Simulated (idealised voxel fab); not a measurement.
You're looking at the process module voxel capacitor over wiring.
Cross-sectional view cut (width: 270 nm; square cell size: 5 nm).
The cross-sections in this document take the form of a grid made of square cells. They are written out as bands, in order from top to bottom. Each band consists of one or more rows of cells.
Top, bottom (nm), then materials left to right with widths (nm); lone material tagged "throughout" fills the whole band edge to edge; "blank" = empty space.
Ref level 0: as-received wafer is one material below here. Bottom band extends down with no lower bound ("0 down").
The two numbers in a width such as "30 to 40" mark its ends across the band: the first belongs to the top row of cells, the second to the bottom row, and from each row to the next the width moves by the same amount.
"remained unchanged" after a step means that no cell of the cross-section changed.
"Voids, sealed": empty spaces of 8 cells or more with no open way to the top, each given as width x height at distance, distance from the left edge, all in nm.
What comes after the settings on a step's line is commentary from the simulator itself on that step.
Steps that use a mask can have "overlay nm" on their line. It says how far the mask sat to the right of where it was meant to be. Negative means to the left.
LIST OF PLANNED PROCESS STEPS
- 1: op RECEIVE | material Si
- 2: op CONFORMAL_DEP | material SiO2 | thk nm 10
- 3: op CONFORMAL_DEP | material SiN | thk nm 5
- 4: op DIRECTIONAL_DEP | material SiO2 | thk nm 20
- 5: op DIRECTIONAL_DEP | material aC | thk nm 10
- 6: op PATTERN | tone open | mask id METAL_1 | material resist | width nm 25 | pitch nm 80 | thk nm 25 | overlay nm 0
- 7: op DIRECTIONAL_ETCH | etch materials aC | depth nm 10
- 8: op STRIP | etch materials resist
- 9: op DIRECTIONAL_ETCH | etch materials SiO2 | depth nm 20
- 10: op DIRECTIONAL_ETCH | etch materials SiN | depth nm 5
- 11: op STRIP | etch materials aC
- 12: op CONFORMAL_DEP | material TiN | thk nm 5
- 13: op FILL_DEP | material Ru | thk nm 5
- 14: op CMP | height nm 35
- 15: op CONFORMAL_DEP | material SiCN | thk nm 5
- 16: op DIRECTIONAL_DEP | material lowk | thk nm 10
- 17: op PATTERN | tone open | mask id PLUG_1 | material resist | width nm 15 | thk nm 20 | overlay nm 0
- 18: op DIRECTIONAL_ETCH | etch materials lowk | depth nm 10
- 19: op DIRECTIONAL_ETCH | etch materials SiCN | depth nm 5
- 20: op STRIP | etch materials resist
- 21: op CONFORMAL_DEP | material TiN | thk nm 5
- 22: op FILL_DEP | material W | thk nm 10
- 23: op CMP | height nm 50
- 24: op DIRECTIONAL_DEP | material TiN | thk nm 5
- 25: op DIRECTIONAL_DEP | material Al2O3 | thk nm 5
- 26: op DIRECTIONAL_DEP | material TiN | thk nm 5
- 27: op DIRECTIONAL_DEP | material aC | thk nm 15
- 28: op PATTERN | tone cover | mask id UPPER_PLATE | material resist | width nm 60 | thk nm 35 | overlay nm 0
- 29: op DIRECTIONAL_ETCH | etch materials aC | depth nm 15
- 30: op STRIP | etch materials resist
- 31: op DIRECTIONAL_ETCH | etch materials TiN | depth nm 5
- 32: op DIRECTIONAL_ETCH | etch materials Al2O3 | depth nm 5
- 33: op STRIP | etch materials aC
- 34: op MASKED_ETCH | tone cover | mask id LOWER_PLATE | width nm 70 | etch materials TiN | depth nm 5 | overlay nm 0
- 35: op FILL_DEP | material SiO2 | thk nm 20
- 36: op CMP | height nm 80
- 37: op DIRECTIONAL_DEP | material aC | thk nm 15
- 38: op PATTERN | tone open | mask id PLUG_2 | material resist | width nm 15 | thk nm 35 | overlay nm 0
- 39: op DIRECTIONAL_ETCH | etch materials aC | depth nm 15
- 40: op STRIP | etch materials resist
- 41: op DIRECTIONAL_ETCH | etch materials SiO2 | depth nm 15
- 42: op STRIP | etch materials aC
- 43: op CONFORMAL_DEP | material TiN | thk nm 5
- 44: op FILL_DEP | material Ru | thk nm 5
- 45: op CMP | height nm 80
- 46: op CONFORMAL_DEP | material SiN | thk nm 5
WAFER CROSS-SECTION ON RECEIPT, I.E. AFTER STEP 1
  0 down  Si throughout
  Voids, sealed: none
LOOKING AT THE FIRST OF TWO WAFERS IN CROSS-SECTION AT END OF MODULE - RAN TO PLAN
  85 to 80  SiN throughout
  80 to 70  100 nm SiO2, then 5 nm TiN, then 5 nm Ru, then 5 nm TiN, then 155 nm SiO2
  70 to 60  100 to 90 nm SiO2, then 15 to 60 nm TiN, then 155 to 120 nm SiO2
  60 to 55  90 nm SiO2, then 60 nm Al2O3, then 120 nm SiO2
  55 to 50  85 nm SiO2, then 70 nm TiN, then 115 nm SiO2
  50 to 40  90 nm lowk, then 5 nm TiN, then 5 nm W, then 5 nm TiN, then 165 nm lowk
  40 to 35  90 nm SiCN, then 15 nm TiN, then 165 nm SiCN
  35 to 15  80 nm SiO2, then 5 nm TiN, then 15 nm Ru, then 5 nm TiN, then 55 nm SiO2, then 5 nm TiN, then 15 nm Ru, then 5 nm TiN, then 85 nm SiO2
  15 to 10  80 nm SiN, then 25 nm TiN, then 55 nm SiN, then 25 nm TiN, then 85 nm SiN
  10 to 0  SiO2 throughout
  0 down  Si throughout
  Voids, sealed: none
SECOND WAFER CROSS-SECTION AT END OF MODULE - SHARED START AND PLAN WITH THE FIRST, ONE MISTAKE IN THE RUN
  85 to 80  SiN throughout
  80 to 70  100 nm SiO2, then 5 nm TiN, then 5 nm Ru, then 5 nm TiN, then 155 nm SiO2
  70 to 60  100 to 90 nm SiO2, then 15 to 60 nm TiN, then 155 to 120 nm SiO2
  60 to 55  90 nm SiO2, then 60 nm Al2O3, then 120 nm SiO2
  55 to 50  85 nm SiO2, then 70 nm TiN, then 115 nm SiO2
  50 to 40  90 nm lowk, then 5 nm TiN, then 5 nm W, then 5 nm TiN, then 165 nm lowk
  40 to 35  90 nm SiCN, then 15 nm TiN, then 165 nm SiCN
  35 to 20  80 nm SiO2, then 5 nm TiN, then 15 nm Ru, then 5 nm TiN, then 55 nm SiO2, then 5 nm TiN, then 15 nm Ru, then 5 nm TiN, then 85 nm SiO2
  20 to 15  80 nm SiO2, then 25 nm TiN, then 55 nm SiO2, then 25 nm TiN, then 85 nm SiO2
  15 to 5  SiO2 throughout
  5 to 0  SiN throughout
  0 down  Si throughout
  Voids, sealed: none
Processing error: steps 2 and 3 traded places in the executed sequence
Per the end-of-run cell counts, the second wafer holds more or fewer of some materials than the first: Ru: 6 fewer, SiN: 10 more, TiN: 4 fewer
